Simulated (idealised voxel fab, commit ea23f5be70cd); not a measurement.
The following is a process module called voxel tone inversion.
Square cells of 5 nm make up the cross-section cut, whose width is 145 nm.
When this document writes out a cross-section, it uses a grid of square cells and lists it as bands, beginning at the top and moving down, with a band standing for one or more rows of cells.
Within each band entry, the heights of the top and of the bottom of the band appear first, in that order and in nm; the materials of the band then follow from left to right, each with its corresponding width in nm. The designation "full width" on a single material indicates that it fills the band from edge to edge; the designation "empty" indicates empty space.
Height reference: 0 = level under which incoming wafer is all one material. Lowest band: no bottom, runs on downward, e.g. "0 -> down".
So if you see something like "30..40" for the width, read it as the top row of the band sitting at the first number and the bottom row at the second, with every row in between moving by the same amount as the last.
"no modification" after a step means that no cell of the cross-section changed.
The entry "Closed void table" lists the empty spaces that cover at least 8 cells and have no open path to the top. Each is written as width x height at distance, where the distance is measured from the left edge and all three values are in nm.
If you see something after the settings on a step's line, that's the simulator's own remark about that step.
A step's line can hold "overlay nm"; with a mask on that step, the setting says how far right of the planned place the mask lay, while a negative setting says it lay to the left.
### The steps planned for the process are as follows
- 1: op RECEIVE | material Si
- 2: op CONFORMAL_DEP | material SiCN | thk nm 10
- 3: op DIRECTIONAL_DEP | material aC | thk nm 25
- 4: op PATTERN | tone cover | mask id POSTS | material resist | width nm 25 | pitch nm 40 | thk nm 30 | overlay nm 0
- 5: op DIRECTIONAL_ETCH | etch materials aC | depth nm 25
- 6: op STRIP | etch materials resist
- 7: op FILL_DEP | material SiO2 | thk nm 5
- 8: op CMP | height nm 35
- 9: op STRIP | etch materials aC
- 10: op CONFORMAL_DEP | material TiN | thk nm 5
- 11: op FILL_DEP | material Ru | thk nm 5
- 12: op CMP | height nm 35
- 13: op CONFORMAL_DEP | material SiCN | thk nm 5
### Cross-section of the wafer upon arrival, representing the state reached after step 1
* 0 -> down | Si full width
* Closed void table: none
### The first of two wafers, cross-sectioned at the end of the module, with the run proceeding as planned
* 40 -> 35 | SiCN full width
* 35 -> 15 | SiO2 40 nm, then TiN 5 nm, then Ru 15 nm, then TiN 5 nm, then SiO2 15 nm, then TiN 5 nm, then Ru 15 nm, then TiN 5 nm, then SiO2 40 nm
* 15 -> 10 | SiO2 40 nm, then TiN 25 nm, then SiO2 15 nm, then TiN 25 nm, then SiO2 40 nm
* 10 -> 0 | SiCN full width
* 0 -> down | Si full width
* Closed void table: none
### Same start, same plan as the first wafer - but one mistake in the run. Cross-section of the second of the two at the end of the module
* 45 -> 40 | SiCN full width
* 40 -> 35 | TiN 45 nm, then Ru 15 nm, then TiN 25 nm, then Ru 15 nm, then TiN 45 nm
* 35 -> 15 | SiO2 40 nm, then TiN 5 nm, then Ru 15 nm, then TiN 5 nm, then SiO2 15 nm, then TiN 5 nm, then Ru 15 nm, then TiN 5 nm, then SiO2 40 nm
* 15 -> 10 | SiO2 40 nm, then TiN 25 nm, then SiO2 15 nm, then TiN 25 nm, then SiO2 40 nm
* 10 -> 0 | SiCN full width
* 0 -> down | Si full width
* Closed void table: none
The mistake made against the process plan was this: step 12 went in with a setting other than planned; the actual run was op CMP | height nm 40
Per the end-of-run cell counts, the second wafer holds more or fewer of some materials than the first: Ru +6; TiN +23
